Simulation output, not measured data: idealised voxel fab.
The following process module bears the name voxel trench capacitor.
Square cell edge 5 nm, section width 145 nm, ID cut.
Cross-sections here: square-cell grids, written as top-down lists of bands, a band being one or more rows of cells. Each band's line starts with the height of the band's top and of its bottom, in nm. Then come its materials from left to right, each with its width in nm. One material with "all across" fills the band from edge to edge. "air" is empty space. Height 0 is the level under which the wafer as received is all one material. The lowest band goes on downwards, as in "0 and below". Width "30..40": first value at the band's top row of cells, second value at its bottom row, equal change from row to row. Step note "left unchanged" = no cross-section cell changed. Enclosed voids (no open way to top), threshold 8 cells or more, entry "Fully enclosed voids", notation width x height at distance, distance from left edge, nm. Formally, on a step line, whatever follows the settings is a remark that the simulator itself makes on the step. The line of a step may include "overlay nm". On a step with a mask, this value is how far to the right of its planned place the mask lay. A negative value means the mask lay to the left.

Plan:
1 RECEIVE | material Si
2 CONFORMAL_DEP | material SiN | thk nm 10
3 MASKED_ETCH | tone open | mask id TRENCH | width nm 30 | pitch nm 45 | etch materials SiN | depth nm 10 | overlay nm 0
4 MASKED_ETCH | tone open | mask id TRENCH | width nm 30 | pitch nm 45 | etch materials Si | depth nm 25 | overlay nm 0
5 CONFORMAL_DEP | material Al2O3 | thk nm 5
6 CONFORMAL_DEP | material TiN | thk nm 5
7 FILL_DEP | material W | thk nm 10
8 CMP | height nm 10

Cross-section of the wafer upon arrival, representing the state reached after step 1:
	0 and below | Si all across
	Fully enclosed voids: none

The following cross-section depicts the wafer upon conclusion of the module. Processing commenced from the starting condition illustrated above and adhered to the plan illustrated above, save for one mistake in execution:
	10 down to 5 | TiN=30 | Al2O3=5 | SiN=30 | Al2O3=5 | TiN=5 | Al2O3=5 | SiN=30 | Al2O3=5 | TiN=30
	5 down to 0 | Al2O3=35 | SiN=30 | Al2O3=15 | SiN=30 | Al2O3=35
	0 and below | Si all across
	Fully enclosed voids: none
Processing error: step 3, actual vs plan mismatch, actual run MASKED_ETCH | tone cover | mask id TRENCH | width nm 30 | pitch nm 45 | etch materials SiN | depth nm 10 | overlay nm 0
